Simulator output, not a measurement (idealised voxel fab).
The process module presented herein is designated voxel double patterning.
Xsec cut, 215 nm wide, square cell size 5 nm.
How to read a cross-section here: the picture is a grid of square cells, written as bands going from the top down, and any band can span one or more rows of cells. Top, bottom (nm), then materials left to right with widths (nm); lone material tagged "full width" fills the whole band edge to edge; "empty" = empty space. All heights in this document are referenced to 0, defined as the level beneath which the wafer, as received, consists entirely of one material. The lowest band is not bounded below; it extends indefinitely downward and is written in the form "0 and below". Width: "30->40" (first number = top row, second number = bottom row, same change from row to row of cells). Any step labelled "no modification" changed none of the cells in the cross-section. Enclosed voids (no open way to top), threshold 8 cells or more, entry "Enclosed void list", notation width x height at distance, distance from left edge, nm. Note: text after step settings on the step line = simulator remark on that step. Steps that use a mask can have "overlay nm" on their line. It says how far the mask sat to the right of where it was meant to be. Negative means to the left.

**List of planned process steps**
1,RECEIVE (material Si)
2,CONFORMAL_DEP (material SiO2; thk nm 10)
3,DIRECTIONAL_DEP (material polySi; thk nm 10)
4,DIRECTIONAL_DEP (material SiCN; thk nm 5)
5,PATTERN (tone open; mask id FIRST; material resist; width nm 15; pitch nm 50; thk nm 15; overlay nm -15)
6,DIRECTIONAL_ETCH (etch materials SiCN; depth nm 5)
7,STRIP (etch materials resist)
8,PATTERN (tone open; mask id SECOND; material resist; width nm 15; thk nm 20; overlay nm 0)
9,DIRECTIONAL_ETCH (etch materials SiCN; depth nm 5)
10,STRIP (etch materials resist)
11,DIRECTIONAL_ETCH (etch materials polySi; depth nm 10)
12,STRIP (etch materials SiCN)
For clarity, it should be stated that the wafers under discussion commence in an identical condition and differ with respect to the overlay nm of step 5, the plan indicating the value that the first wafer had.

**Incoming state of the first of several wafers in cross-section: after step 1**
- 0 and below  Si full width
- Enclosed void list: none

**Module finished, last step 12 done: cross-section of the first of several wafers**
- 20 down to 10  polySi: 60 | empty: 15 | polySi: 25 | empty: 25 | polySi: 90
- 10 down to 0  SiO2 full width
- 0 and below  Si full width
- Enclosed void list: none

**Cross-sectional view of the final wafer of several at the module's end**
- 20 down to 10  polySi: 90 | empty: 25 | polySi: 25 | empty: 15 | polySi: 60
- 10 down to 0  SiO2 full width
- 0 and below  Si full width
- Enclosed void list: none

**wafer rows; end of module; cells per material since receipt: (+) gained, (-) lost; then closed voids**
overlay nm -15; +86 SiO2; +70 polySi; Enclosed void list: none
overlay nm -10; +86 SiO2; +68 polySi; Enclosed void list: none
overlay nm -5; +86 SiO2; +68 polySi; Enclosed void list: none
overlay nm 0; +86 SiO2; +68 polySi; Enclosed void list: none
overlay nm 5; +86 SiO2; +68 polySi; Enclosed void list: none
overlay nm 10; +86 SiO2; +68 polySi; Enclosed void list: none
overlay nm 15; +86 SiO2; +70 polySi; Enclosed void list: none
